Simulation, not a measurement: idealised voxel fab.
Documented hereafter: the process module known as voxel ribs on slabs.
Cross-sectional view cut (width: 280 nm; square cell size: 5 nm).
In what follows, cross-sections appear as grids of square cells, described through bands that run from the top down, where every band is one or more rows of cells.
Quick guide to a band line: top height, bottom height (nm) up front; then every material left to right with its width in nm. Only one material and it's marked "all across"? Then it fills the band edge to edge. And "air" just means empty space.
Below 0: as-received wafer, all one material; heights counted from there. Lowest band: no bottom, goes on down, written "0..down".
With a width like "30..40", each row of cells in the band differs from the next by the same amount, the top row carrying the first number and the bottom row the second.
Basically "nothing changed" means that step didn't change any cell in the cross-section.
"Non-vented voids" - sealed voids, min. 8 cells, no opening to top; format: width x height at distance (distance from left edge; nm throughout).
Post-settings text on a step line: simulator's own remark regarding the step.
"overlay nm" answers the question of how far to the right of plan the mask lay on a step that has a mask, and when it is negative the answer is to the left.
### Steps in the process plan
1 RECEIVE,material Si
2 DIRECTIONAL_DEP,material SiO2,thk nm 25
3 DIRECTIONAL_DEP,material polySi,thk nm 15
4 DIRECTIONAL_DEP,material aC,thk nm 10
5 PATTERN,tone cover,mask id RIB,material resist,width nm 15,thk nm 30,overlay nm 0
6 DIRECTIONAL_ETCH,etch materials aC,depth nm 10
7 STRIP,etch materials resist
8 DIRECTIONAL_ETCH,etch materials polySi,depth nm 10
9 STRIP,etch materials aC
10 DIRECTIONAL_DEP,material aC,thk nm 15
11 PATTERN,tone cover,mask id SLAB,material resist,width nm 55,thk nm 35,overlay nm -15
12 DIRECTIONAL_ETCH,etch materials aC,depth nm 15
13 STRIP,etch materials resist
14 DIRECTIONAL_ETCH,etch materials polySi,depth nm 5
15 STRIP,etch materials aC
16 FILL_DEP,material SiO2,thk nm 20
17 CMP,height nm 50
18 DIRECTIONAL_DEP,material TiN,thk nm 5
19 DIRECTIONAL_DEP,material aC,thk nm 15
20 PATTERN,tone cover,mask id HEATER,material resist,width nm 25,thk nm 35,overlay nm 0
21 DIRECTIONAL_ETCH,etch materials aC,depth nm 15
22 STRIP,etch materials resist
23 DIRECTIONAL_ETCH,etch materials TiN,depth nm 5
24 STRIP,etch materials aC
25 CONFORMAL_DEP,material SiO2,thk nm 10
Quick note for whoever runs this: the wafers start identical, but the overlay nm at step 11 isn't the same across them. The plan just shows what the first wafer had.
### The first of several wafers, as received after step 1, seen in section
  0..down  Si all across
  Non-vented voids: none
### Cross-section of the first of several wafers once the module has run through its last step, step 25
  65..60  air: 115  SiO2: 45  air: 120
  60..55  SiO2 all across
  55..50  SiO2: 125  TiN: 25  SiO2: 130
  50..40  SiO2 all across
  40..30  SiO2: 130  polySi: 15  SiO2: 135
  30..25  SiO2: 95  polySi: 55  SiO2: 130
  25..0  SiO2 all across
  0..down  Si all across
  Non-vented voids: none
### A cross-section through the last wafer at the close of the module
  65..60  air: 115  SiO2: 45  air: 120
  60..55  SiO2 all across
  55..50  SiO2: 125  TiN: 25  SiO2: 130
  50..40  SiO2 all across
  40..30  SiO2: 130  polySi: 15  SiO2: 135
  30..25  SiO2: 125  polySi: 55  SiO2: 100
  25..0  SiO2 all across
  0..down  Si all across
  Non-vented voids: none
### each wafer at the end: cells of each material gained (+) or lost (-) since it was received, then its closed voids
overlay nm -15 | +659 SiO2 | +5 TiN | +17 polySi | Non-vented voids: none
overlay nm -10 | +659 SiO2 | +5 TiN | +17 polySi | Non-vented voids: none
overlay nm -5 | +659 SiO2 | +5 TiN | +17 polySi | Non-vented voids: none
overlay nm 0 | +659 SiO2 | +5 TiN | +17 polySi | Non-vented voids: none
overlay nm 5 | +659 SiO2 | +5 TiN | +17 polySi | Non-vented voids: none
overlay nm 10 | +659 SiO2 | +5 TiN | +17 polySi | Non-vented voids: none
overlay nm 15 | +659 SiO2 | +5 TiN | +17 polySi | Non-vented voids: none
